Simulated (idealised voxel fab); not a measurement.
Presented below is a process module, voxel double patterning.
cross-section cut | 240 nm wide | cells 5 nm
Cross-section format: a grid of square cells, given as bands from top to bottom; each band is one or more rows of cells.
Per band: top height and bottom height in nm, followed by the left-to-right materials and their widths in nm; "everywhere" marks a single material spanning edge to edge, "air" marks empty space.
Note: height 0 marks the level under which the wafer is uniformly one material as received. Lowest band unbounded below, written "from 0 down".
Width "30..40": first value at the band's top row of cells, second value at its bottom row, equal change from row to row.
Step marked "left unchanged"? Then no cell in the cross-section changed in it.
The label "Entrapped voids" introduces a list of the empty spaces, 8 cells or larger, that have no open way up to the top; each entry in it reads width x height at distance, where the distance is taken from the left edge and all three are stated in nm.
If you see something after the settings on a step's line, that's the simulator's own remark about that step.
overlay nm: for a step with a mask, the amount by which the mask lay right of where it was planned; a negative amount means left of it.
[Steps in the process plan]
step 1: op RECEIVE | material Si
step 2: op CONFORMAL_DEP | material SiO2 | thk nm 10
step 3: op DIRECTIONAL_DEP | material W | thk nm 15
step 4: op DIRECTIONAL_DEP | material SiCN | thk nm 5
step 5: op PATTERN | tone open | mask id FIRST | material resist | width nm 15 | pitch nm 50 | thk nm 15 | overlay nm 0
step 6: op DIRECTIONAL_ETCH | etch materials SiCN | depth nm 5
step 7: op STRIP | etch materials resist
step 8: op MASKED_ETCH | tone open | mask id SECOND | width nm 15 | pitch nm 50 | etch materials SiCN | depth nm 5 | overlay nm 0
step 9: op DIRECTIONAL_ETCH | etch materials W | depth nm 15
step 10: op STRIP | etch materials SiCN
[As-received wafer cross-section (after step 1)]
* from 0 down | Si everywhere
* Entrapped voids: none
[The module was run from the start shown above using the plan shown above, but one mistake was made doing it; the resulting wafer cross-section is below]
* from 25 to 10 | air (85), W (15), air (35), W (15), air (90)
* from 10 to 0 | SiO2 everywhere
* from 0 down | Si everywhere
* Entrapped voids: none
Error vs. plan: step 8 off recipe, ran as op MASKED_ETCH | tone cover | mask id SECOND | width nm 15 | pitch nm 50 | etch materials SiCN | depth nm 5 | overlay nm 0
